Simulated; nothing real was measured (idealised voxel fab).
process module | voxel quadruple lines
cross-section cut | 265 nm wide | cells 5 nm
A cross-section is a grid of square cells, given in bands from the top down. A band is one or more rows of cells.
Each band's line starts with the height of the band's top and of its bottom, in nm. Then come its materials from left to right, each with its width in nm. One material with "throughout" fills the band from edge to edge. "air" is empty space.
Height 0 is the level under which the wafer as received is all one material. The lowest band goes on downwards, as in "0 down".
A width such as "30 to 40" changes by the same amount from each row of cells to the next, from the band's top row to its bottom row.
"no change" after a step means that no cell of the cross-section changed.
closed voids: empty space of 8 cells or more with no open way to the top, each as width x height at its distance from the left edge, in nm
after a step's settings: what the simulator itself notes on the step
overlay nm, on a step with a mask: how far to the right of its planned place the mask lay; to the left if negative
plan
1 op RECEIVE | material Si
2 op CONFORMAL_DEP | material SiO2 | thk nm 10
3 op DIRECTIONAL_DEP | material Ru | thk nm 15
4 op DIRECTIONAL_DEP | material polySi | thk nm 20
5 op DIRECTIONAL_DEP | material aC | thk nm 25
6 op PATTERN | tone cover | mask id MANDREL | material resist | width nm 25 | thk nm 35 | overlay nm 0
7 op DIRECTIONAL_ETCH | etch materials aC | depth nm 25
8 op STRIP | etch materials resist
9 op CONFORMAL_DEP | material SiO2 | thk nm 15
10 op DIRECTIONAL_ETCH | etch materials SiO2 | depth nm 15
11 op STRIP | etch materials aC
12 op DIRECTIONAL_ETCH | etch materials polySi | depth nm 20
13 op STRIP | etch materials SiO2
14 op CONFORMAL_DEP | material SiN | thk nm 5
15 op DIRECTIONAL_ETCH | etch materials SiN | depth nm 5
16 op STRIP | etch materials polySi
17 op DIRECTIONAL_ETCH | etch materials Ru | depth nm 15
18 op STRIP | etch materials SiN
as received, after step 1
  0 down: Si throughout
  closed voids: none
first wafer at the end, as planned
  25 to 10: air 100 | Ru 5 | air 15 | Ru 5 | air 15 | Ru 5 | air 15 | Ru 5 | air 100
  10 to 0: SiO2 throughout
  0 down: Si throughout
  closed voids: none
second wafer at the end: like start, like plan, one mistake
  15 to 10: air 100 | Ru 5 | air 15 | Ru 5 | air 15 | Ru 5 | air 15 | Ru 5 | air 100
  10 to 0: SiO2 throughout
  0 down: Si throughout
  closed voids: none
what went wrong: step 3 ran as: op DIRECTIONAL_DEP | material Ru | thk nm 5
at the end the second wafer has, in cells: 8 fewer of Ru
